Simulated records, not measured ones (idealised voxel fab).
process module | voxel capacitor over wiring
cross-section cut | 175 nm wide | cells 5 nm
A cross-section is a grid of square cells, given in bands from the top down. A band is one or more rows of cells.
Each band's line starts with the height of the band's top and of its bottom, in nm. Then come its materials from left to right, each with its width in nm. One material with "throughout" fills the band from edge to edge. "air" is empty space.
Height 0 is the level under which the wafer as received is all one material. The lowest band goes on downwards, as in "0 down".
A width such as "30 to 40" changes by the same amount from each row of cells to the next, from the band's top row to its bottom row.
"no change" after a step means that no cell of the cross-section changed.
closed voids: empty space of 8 cells or more with no open way to the top, each as width x height at its distance from the left edge, in nm
after a step's settings: what the simulator itself notes on the step
overlay nm, on a step with a mask: how far to the right of its planned place the mask lay; to the left if negative
plan
1 op RECEIVE | material Si
2 op CONFORMAL_DEP | material SiO2 | thk nm 15
3 op CONFORMAL_DEP | material SiCN | thk nm 5
4 op DIRECTIONAL_DEP | material SiO2 | thk nm 15
5 op PATTERN | tone open | mask id METAL_1 | material resist | width nm 25 | pitch nm 80 | thk nm 20 | overlay nm 0
6 op DIRECTIONAL_ETCH | etch materials SiO2 | depth nm 15
7 op DIRECTIONAL_ETCH | etch materials SiCN | depth nm 5
8 op STRIP | etch materials resist
9 op CONFORMAL_DEP | material TiN | thk nm 5
10 op FILL_DEP | material W | thk nm 10
11 op CMP | height nm 35
12 op CONFORMAL_DEP | material SiCN | thk nm 5
13 op DIRECTIONAL_DEP | material lowk | thk nm 20
14 op DIRECTIONAL_DEP | material aC | thk nm 15
15 op PATTERN | tone open | mask id PLUG_1 | material resist | width nm 15 | thk nm 35 | overlay nm 0
16 op DIRECTIONAL_ETCH | etch materials aC | depth nm 15
17 op STRIP | etch materials resist
18 op DIRECTIONAL_ETCH | etch materials lowk | depth nm 20
19 op DIRECTIONAL_ETCH | etch materials SiCN | depth nm 5
20 op STRIP | etch materials aC
21 op EPI | material Ru | thk nm 10
22 op EPI | material Ru | thk nm 10
23 op EPI | material Ru | thk nm 5
24 op DIRECTIONAL_DEP | material TiN | thk nm 10
25 op DIRECTIONAL_DEP | material Al2O3 | thk nm 5
26 op DIRECTIONAL_DEP | material TiN | thk nm 5
27 op PATTERN | tone cover | mask id UPPER_PLATE | material resist | width nm 60 | thk nm 20 | overlay nm 0
28 op DIRECTIONAL_ETCH | etch materials TiN | depth nm 5
29 op DIRECTIONAL_ETCH | etch materials Al2O3 | depth nm 5
30 op STRIP | etch materials resist
31 op DIRECTIONAL_DEP | material aC | thk nm 10
32 op PATTERN | tone cover | mask id LOWER_PLATE | material resist | width nm 70 | thk nm 30 | overlay nm 0
33 op DIRECTIONAL_ETCH | etch materials aC | depth nm 10
34 op STRIP | etch materials resist
35 op DIRECTIONAL_ETCH | etch materials TiN | depth nm 10
36 op STRIP | etch materials aC
37 op FILL_DEP | material SiO2 | thk nm 20
38 op CMP | height nm 95
39 op MASKED_ETCH | tone open | mask id PLUG_2 | width nm 15 | etch materials SiO2 | depth nm 15 | overlay nm 0
40 op CONFORMAL_DEP | material TiN | thk nm 5
41 op FILL_DEP | material Ru | thk nm 5
42 op CMP | height nm 95
43 op CONFORMAL_DEP | material SiCN | thk nm 5
first wafer, as planned
as received, after step 1
  0 down: Si throughout
  closed voids: none
after step 2
  15 to 0: SiO2 throughout
  below 0: unchanged
after step 3
  20 to 15: SiCN throughout
  below 15: unchanged
after step 4
  35 to 20: SiO2 throughout
  below 20: unchanged
after step 5
  55 to 35: resist 35 | air 25 | resist 55 | air 25 | resist 35
  below 35: unchanged
after step 6
  55 to 35: resist 35 | air 25 | resist 55 | air 25 | resist 35
  35 to 20: SiO2 35 | air 25 | SiO2 55 | air 25 | SiO2 35
  below 20: unchanged
after step 7
  55 to 35: resist 35 | air 25 | resist 55 | air 25 | resist 35
  35 to 20: SiO2 35 | air 25 | SiO2 55 | air 25 | SiO2 35
  20 to 15: SiCN 35 | air 25 | SiCN 55 | air 25 | SiCN 35
  below 15: unchanged
after step 8
  35 to 20: SiO2 35 | air 25 | SiO2 55 | air 25 | SiO2 35
  below 20: unchanged
after step 9
  40 to 35: TiN 40 | air 15 | TiN 65 | air 15 | TiN 40
  35 to 20: SiO2 35 | TiN 5 | air 15 | TiN 5 | SiO2 55 | TiN 5 | air 15 | TiN 5 | SiO2 35
  20 to 15: SiCN 35 | TiN 25 | SiCN 55 | TiN 25 | SiCN 35
  below 15: unchanged
after step 10
  50 to 40: W throughout
  40 to 35: TiN 40 | W 15 | TiN 65 | W 15 | TiN 40
  35 to 20: SiO2 35 | TiN 5 | W 15 | TiN 5 | SiO2 55 | TiN 5 | W 15 | TiN 5 | SiO2 35
  below 20: unchanged
after step 11
  35 to 20: SiO2 35 | TiN 5 | W 15 | TiN 5 | SiO2 55 | TiN 5 | W 15 | TiN 5 | SiO2 35
  below 20: unchanged
after step 12
  40 to 35: SiCN throughout
  below 35: unchanged
after step 13
  60 to 40: lowk throughout
  below 40: unchanged
after step 14
  75 to 60: aC throughout
  below 60: unchanged
after step 15
  110 to 75: resist 45 | air 15 | resist 115
  below 75: unchanged
after step 16
  95 to 75: resist 45 | air 15 | resist 115
  75 to 60: aC 45 | air 15 | aC 115
  below 60: unchanged
after step 17
  75 to 60: aC 45 | air 15 | aC 115
  below 60: unchanged
after step 18
  75 to 60: aC 45 | air 15 | aC 115
  60 to 40: lowk 45 | air 15 | lowk 115
  below 40: unchanged
after step 19
  75 to 60: aC 45 | air 15 | aC 115
  60 to 40: lowk 45 | air 15 | lowk 115
  40 to 35: SiCN 45 | air 15 | SiCN 115
  below 35: unchanged
after step 20
  60 to 40: lowk 45 | air 15 | lowk 115
  below 40: unchanged
after step 21
  60 to 45: lowk 45 | air 15 | lowk 115
  45 to 40: lowk 45 | Ru 15 | lowk 115
  40 to 35: SiCN 45 | Ru 15 | SiCN 115
  below 35: unchanged
after step 22
  60 to 55: lowk 45 | air 15 | lowk 115
  55 to 40: lowk 45 | Ru 15 | lowk 115
  below 40: unchanged
after step 23
  60 to 40: lowk 45 | Ru 15 | lowk 115
  below 40: unchanged
after step 24
  70 to 60: TiN throughout
  below 60: unchanged
after step 25
  75 to 70: Al2O3 throughout
  below 70: unchanged
after step 26
  80 to 75: TiN throughout
  below 75: unchanged
after step 27
  100 to 80: air 45 | resist 60 | air 70
  below 80: unchanged
after step 28
  100 to 80: air 45 | resist 60 | air 70
  80 to 75: air 45 | TiN 60 | air 70
  below 75: unchanged
after step 29
  100 to 80: air 45 | resist 60 | air 70
  80 to 75: air 45 | TiN 60 | air 70
  75 to 70: air 45 | Al2O3 60 | air 70
  below 70: unchanged
after step 30
  80 to 75: air 45 | TiN 60 | air 70
  below 75: unchanged
after step 31
  90 to 80: air 45 | aC 60 | air 70
  80 to 75: aC 45 | TiN 60 | aC 70
  75 to 70: aC 45 | Al2O3 60 | aC 70
  below 70: unchanged
after step 32
  120 to 90: air 40 | resist 70 | air 65
  90 to 80: air 40 | resist 5 | aC 60 | resist 5 | air 65
  below 80: unchanged
after step 33
  110 to 90: air 40 | resist 70 | air 65
  90 to 80: air 40 | resist 5 | aC 60 | resist 5 | air 65
  80 to 75: air 40 | aC 5 | TiN 60 | aC 5 | air 65
  75 to 70: air 40 | aC 5 | Al2O3 60 | aC 5 | air 65
  below 70: unchanged
after step 34
  90 to 80: air 45 | aC 60 | air 70
  below 80: unchanged
after step 35
  90 to 80: air 45 | aC 60 | air 70
  80 to 75: air 40 | aC 5 | TiN 60 | aC 5 | air 65
  75 to 70: air 40 | aC 5 | Al2O3 60 | aC 5 | air 65
  70 to 60: air 40 | TiN 70 | air 65
  below 60: unchanged
after step 36
  80 to 75: air 45 | TiN 60 | air 70
  75 to 70: air 45 | Al2O3 60 | air 70
  below 70: unchanged
after step 37
  100 to 80: SiO2 throughout
  80 to 75: SiO2 45 | TiN 60 | SiO2 70
  75 to 70: SiO2 45 | Al2O3 60 | SiO2 70
  70 to 60: SiO2 40 | TiN 70 | SiO2 65
  below 60: unchanged
after step 38
  95 to 80: SiO2 throughout
  below 80: unchanged
after step 39
  95 to 80: SiO2 55 | air 15 | SiO2 105
  below 80: unchanged
after step 40
  100 to 95: TiN 60 | air 5 | TiN 110
  95 to 85: SiO2 55 | TiN 5 | air 5 | TiN 5 | SiO2 105
  85 to 75: SiO2 55 to 45 | TiN 15 to 60 | SiO2 105 to 70
  below 75: unchanged
after step 41
  105 to 100: Ru throughout
  100 to 95: TiN 60 | Ru 5 | TiN 110
  95 to 85: SiO2 55 | TiN 5 | Ru 5 | TiN 5 | SiO2 105
  below 85: unchanged
after step 42
  95 to 85: SiO2 55 | TiN 5 | Ru 5 | TiN 5 | SiO2 105
  below 85: unchanged
after step 43
  100 to 95: SiCN throughout
  below 95: unchanged
second wafer: like start, like plan, one mistake. Through step 4 it matches the first wafer
when step 5 should have ended
  55 to 35: air 35 | resist 25 | air 55 | resist 25 | air 35
  below 35: unchanged
when step 6 should have ended
  55 to 35: air 35 | resist 25 | air 55 | resist 25 | air 35
  35 to 20: air 35 | SiO2 25 | air 55 | SiO2 25 | air 35
  below 20: unchanged
when step 7 should have ended
  55 to 35: air 35 | resist 25 | air 55 | resist 25 | air 35
  35 to 20: air 35 | SiO2 25 | air 55 | SiO2 25 | air 35
  20 to 15: air 35 | SiCN 25 | air 55 | SiCN 25 | air 35
  below 15: unchanged
when step 8 should have ended
  35 to 20: air 35 | SiO2 25 | air 55 | SiO2 25 | air 35
  below 20: unchanged
when step 9 should have ended
  40 to 35: air 30 | TiN 35 | air 45 | TiN 35 | air 30
  35 to 20: air 30 | TiN 5 | SiO2 25 | TiN 5 | air 45 | TiN 5 | SiO2 25 | TiN 5 | air 30
  20 to 15: TiN 35 | SiCN 25 | TiN 55 | SiCN 25 | TiN 35
  below 15: unchanged
when step 10 should have ended
  50 to 40: W throughout
  40 to 35: W 30 | TiN 35 | W 45 | TiN 35 | W 30
  35 to 20: W 30 | TiN 5 | SiO2 25 | TiN 5 | W 45 | TiN 5 | SiO2 25 | TiN 5 | W 30
  below 20: unchanged
when step 11 should have ended
  35 to 20: W 30 | TiN 5 | SiO2 25 | TiN 5 | W 45 | TiN 5 | SiO2 25 | TiN 5 | W 30
  below 20: unchanged
when step 12 should have ended
  40 to 35: SiCN throughout
  below 35: unchanged
when step 13 should have ended
  60 to 40: lowk throughout
  below 40: unchanged
when step 14 should have ended
  75 to 60: aC throughout
  below 60: unchanged
when step 15 should have ended
  110 to 75: resist 45 | air 15 | resist 115
  below 75: unchanged
when step 16 should have ended
  95 to 75: resist 45 | air 15 | resist 115
  75 to 60: aC 45 | air 15 | aC 115
  below 60: unchanged
when step 17 should have ended
  75 to 60: aC 45 | air 15 | aC 115
  below 60: unchanged
when step 18 should have ended
  75 to 60: aC 45 | air 15 | aC 115
  60 to 40: lowk 45 | air 15 | lowk 115
  below 40: unchanged
when step 19 should have ended
  75 to 60: aC 45 | air 15 | aC 115
  60 to 40: lowk 45 | air 15 | lowk 115
  40 to 35: SiCN 45 | air 15 | SiCN 115
  below 35: unchanged
when step 20 should have ended
  60 to 40: lowk 45 | air 15 | lowk 115
  below 40: unchanged
when step 21 should have ended: no change
when step 22 should have ended: no change
when step 23 should have ended: no change
when step 24 should have ended
  70 to 60: TiN 45 | air 15 | TiN 115
  60 to 45: lowk 45 | air 15 | lowk 115
  45 to 40: lowk 45 | TiN 15 | lowk 115
  40 to 35: SiCN 45 | TiN 15 | SiCN 115
  below 35: unchanged
when step 25 should have ended
  75 to 70: Al2O3 45 | air 15 | Al2O3 115
  70 to 60: TiN 45 | air 15 | TiN 115
  60 to 50: lowk 45 | air 15 | lowk 115
  50 to 45: lowk 45 | Al2O3 15 | lowk 115
  below 45: unchanged
when step 26 should have ended
  80 to 75: TiN 45 | air 15 | TiN 115
  75 to 70: Al2O3 45 | air 15 | Al2O3 115
  70 to 60: TiN 45 | air 15 | TiN 115
  60 to 55: lowk 45 | air 15 | lowk 115
  55 to 50: lowk 45 | TiN 15 | lowk 115
  below 50: unchanged
when step 27 should have ended
  100 to 80: air 45 | resist 60 | air 70
  80 to 75: TiN 45 | resist 15 | TiN 115
  75 to 70: Al2O3 45 | resist 15 | Al2O3 115
  70 to 60: TiN 45 | resist 15 | TiN 115
  60 to 55: lowk 45 | resist 15 | lowk 115
  below 55: unchanged
when step 28 should have ended
  100 to 80: air 45 | resist 60 | air 70
  80 to 75: air 45 | resist 15 | TiN 45 | air 70
  below 75: unchanged
when step 29 should have ended
  100 to 80: air 45 | resist 60 | air 70
  80 to 75: air 45 | resist 15 | TiN 45 | air 70
  75 to 70: air 45 | resist 15 | Al2O3 45 | air 70
  below 70: unchanged
when step 30 should have ended
  80 to 75: air 60 | TiN 45 | air 70
  75 to 70: air 60 | Al2O3 45 | air 70
  70 to 60: TiN 45 | air 15 | TiN 115
  60 to 55: lowk 45 | air 15 | lowk 115
  below 55: unchanged
when step 31 should have ended
  90 to 80: air 60 | aC 45 | air 70
  80 to 75: aC 45 | air 15 | TiN 45 | aC 70
  75 to 70: aC 45 | air 15 | Al2O3 45 | aC 70
  70 to 65: TiN 45 | air 15 | TiN 115
  65 to 60: TiN 45 | aC 15 | TiN 115
  60 to 55: lowk 45 | aC 15 | lowk 115
  below 55: unchanged
when step 32 should have ended
  120 to 90: air 40 | resist 70 | air 65
  90 to 80: air 40 | resist 20 | aC 45 | resist 5 | air 65
  80 to 75: aC 45 | resist 15 | TiN 45 | aC 70
  75 to 70: aC 45 | resist 15 | Al2O3 45 | aC 70
  70 to 65: TiN 45 | resist 15 | TiN 115
  below 65: unchanged
when step 33 should have ended
  110 to 90: air 40 | resist 70 | air 65
  90 to 80: air 40 | resist 20 | aC 45 | resist 5 | air 65
  80 to 75: air 40 | aC 5 | resist 15 | TiN 45 | aC 5 | air 65
  75 to 70: air 40 | aC 5 | resist 15 | Al2O3 45 | aC 5 | air 65
  below 70: unchanged
when step 34 should have ended
  90 to 80: air 60 | aC 45 | air 70
  80 to 75: air 40 | aC 5 | air 15 | TiN 45 | aC 5 | air 65
  75 to 70: air 40 | aC 5 | air 15 | Al2O3 45 | aC 5 | air 65
  70 to 65: TiN 45 | air 15 | TiN 115
  below 65: unchanged
when step 35 should have ended
  90 to 80: air 60 | aC 45 | air 70
  80 to 75: air 40 | aC 5 | air 15 | TiN 45 | aC 5 | air 65
  75 to 70: air 40 | aC 5 | air 15 | Al2O3 45 | aC 5 | air 65
  70 to 65: air 40 | TiN 5 | air 15 | TiN 50 | air 65
  65 to 60: air 40 | TiN 5 | aC 15 | TiN 50 | air 65
  below 60: unchanged
when step 36 should have ended
  80 to 75: air 60 | TiN 45 | air 70
  75 to 70: air 60 | Al2O3 45 | air 70
  70 to 60: air 40 | TiN 5 | air 15 | TiN 50 | air 65
  60 to 55: lowk 45 | air 15 | lowk 115
  below 55: unchanged
when step 37 should have ended
  100 to 80: SiO2 throughout
  80 to 75: SiO2 60 | TiN 45 | SiO2 70
  75 to 70: SiO2 60 | Al2O3 45 | SiO2 70
  70 to 60: SiO2 40 | TiN 5 | SiO2 15 | TiN 50 | SiO2 65
  60 to 55: lowk 45 | SiO2 15 | lowk 115
  below 55: unchanged
when step 38 should have ended
  95 to 80: SiO2 throughout
  below 80: unchanged
when step 39 should have ended
  95 to 80: SiO2 55 | air 15 | SiO2 105
  below 80: unchanged
when step 40 should have ended
  100 to 95: TiN 60 | air 5 | TiN 110
  95 to 85: SiO2 55 | TiN 5 | air 5 | TiN 5 | SiO2 105
  85 to 75: SiO2 55 to 60 | TiN 15 to 45 | SiO2 105 to 70
  below 75: unchanged
when step 41 should have ended
  105 to 100: Ru throughout
  100 to 95: TiN 60 | Ru 5 | TiN 110
  95 to 85: SiO2 55 | TiN 5 | Ru 5 | TiN 5 | SiO2 105
  below 85: unchanged
when step 42 should have ended
  95 to 85: SiO2 55 | TiN 5 | Ru 5 | TiN 5 | SiO2 105
  below 85: unchanged
when step 43 should have ended
  100 to 95: SiCN throughout
  below 95: unchanged
what went wrong: step 5 ran as: op PATTERN | tone cover | mask id METAL_1 | material resist | width nm 25 | pitch nm 80 | thk nm 20 | overlay nm 0
at the end the second wafer has, in cells: 15 fewer of Ru | 15 fewer of SiCN | 30 fewer of SiO2 | 15 more of TiN | 45 more of W
